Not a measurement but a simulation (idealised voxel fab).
process module | voxel transistor to metal
cross-section cut | 160 nm wide | cells 5 nm
A cross-section is a grid of square cells, given in bands from the top down. A band is one or more rows of cells.
Each band's line starts with the height of the band's top and of its bottom, in nm. Then come its materials from left to right, each with its width in nm. One material with "throughout" fills the band from edge to edge. "air" is empty space.
Height 0 is the level under which the wafer as received is all one material. The lowest band goes on downwards, as in "0 down".
A width such as "30 to 40" changes by the same amount from each row of cells to the next, from the band's top row to its bottom row.
"no change" after a step means that no cell of the cross-section changed.
closed voids: empty space of 8 cells or more with no open way to the top, each as width x height at its distance from the left edge, in nm
after a step's settings: what the simulator itself notes on the step
overlay nm, on a step with a mask: how far to the right of its planned place the mask lay; to the left if negative
plan
1 op RECEIVE | material Si
2 op OXIDIZE | depth nm 5
3 op CONFORMAL_DEP | material SiN | thk nm 10
4 op DIRECTIONAL_DEP | material aC | thk nm 10
5 op PATTERN | tone cover | mask id ACTIVE | material resist | width nm 120 | thk nm 25 | overlay nm 0
6 op DIRECTIONAL_ETCH | etch materials aC | depth nm 10
7 op STRIP | etch materials resist
8 op DIRECTIONAL_ETCH | etch materials SiN | depth nm 10
9 op DIRECTIONAL_ETCH | etch materials SiO2 | depth nm 5
10 op DIRECTIONAL_ETCH | etch materials Si | depth nm 20
11 op STRIP | etch materials aC
12 op OXIDIZE | depth nm 5
13 op FILL_DEP | material SiO2 | thk nm 5
14 op CMP | height nm 10
15 op SELECTIVE_ETCH | etch materials SiO2 | depth nm 5
16 op STRIP | etch materials SiN
17 op SELECTIVE_ETCH | etch materials SiO2 | depth nm 5
18 op OXIDIZE | depth nm 5
19 op DIRECTIONAL_DEP | material polySi | thk nm 30
20 op DIRECTIONAL_DEP | material SiCN | thk nm 10
21 op PATTERN | tone cover | mask id GATE | material resist | width nm 20 | thk nm 15 | overlay nm 0
22 op DIRECTIONAL_ETCH | etch materials SiCN | depth nm 20
23 op DIRECTIONAL_ETCH | etch materials polySi | depth nm 40
24 op STRIP | etch materials resist
25 op CONFORMAL_DEP | material SiN | thk nm 10
26 op DIRECTIONAL_ETCH | etch materials SiN | depth nm 10
27 op DIRECTIONAL_ETCH | etch materials SiO2 | depth nm 5
28 op EPI | material nSi | thk nm 5
29 op FILL_DEP | material SiO2 | thk nm 5
30 op CMP | height nm 35
31 op DIRECTIONAL_DEP | material SiO2 | thk nm 15
32 op MASKED_ETCH | tone open | mask id CONTACT | width nm 35 | pitch nm 65 | etch materials SiO2 | depth nm 55 | overlay nm -15
33 op CONFORMAL_DEP | material TiN | thk nm 5
34 op FILL_DEP | material Ru | thk nm 10
35 op CMP | height nm 50
36 op CONFORMAL_DEP | material SiN | thk nm 5
37 op DIRECTIONAL_DEP | material SiO2 | thk nm 25
38 op DIRECTIONAL_DEP | material aC | thk nm 15
39 op PATTERN | tone open | mask id METAL_1 | material resist | width nm 20 | pitch nm 80 | thk nm 30 | overlay nm 0
40 op DIRECTIONAL_ETCH | etch materials aC | depth nm 15
41 op STRIP | etch materials resist
42 op DIRECTIONAL_ETCH | etch materials SiO2 | depth nm 25
43 op DIRECTIONAL_ETCH | etch materials SiN | depth nm 5
44 op STRIP | etch materials aC
45 op CONFORMAL_DEP | material TiN | thk nm 5
46 op FILL_DEP | material W | thk nm 5
47 op CMP | height nm 80
48 op CONFORMAL_DEP | material SiN | thk nm 5
varied across the wafers: overlay nm of step 32. The plan shows the first wafer's value. All wafers start alike
first wafer as received, after step 1
  0 down: Si throughout
  closed voids: none
each wafer at the end: cells of each material gained (+) or lost (-) since it was received, then its closed voids
overlay nm -15 | +66 Ru | -104 Si | +8 SiCN | +92 SiN | +342 SiO2 | +82 TiN | +20 W | +14 nSi | +24 polySi | closed voids: none
overlay nm -10 | +75 Ru | -104 Si | +8 SiCN | +92 SiN | +333 SiO2 | +82 TiN | +20 W | +14 nSi | +24 polySi | closed voids: none
overlay nm -5 | +84 Ru | -104 Si | +8 SiCN | +92 SiN | +324 SiO2 | +82 TiN | +20 W | +14 nSi | +24 polySi | closed voids: none
overlay nm 0 | +84 Ru | -104 Si | +8 SiCN | +92 SiN | +324 SiO2 | +82 TiN | +20 W | +14 nSi | +24 polySi | closed voids: none
overlay nm 5 | +84 Ru | -104 Si | +8 SiCN | +92 SiN | +324 SiO2 | +82 TiN | +20 W | +14 nSi | +24 polySi | closed voids: none
overlay nm 10 | +75 Ru | -104 Si | +8 SiCN | +92 SiN | +333 SiO2 | +82 TiN | +20 W | +14 nSi | +24 polySi | closed voids: none
overlay nm 15 | +66 Ru | -104 Si | +8 SiCN | +92 SiN | +342 SiO2 | +82 TiN | +20 W | +14 nSi | +24 polySi | closed voids: none
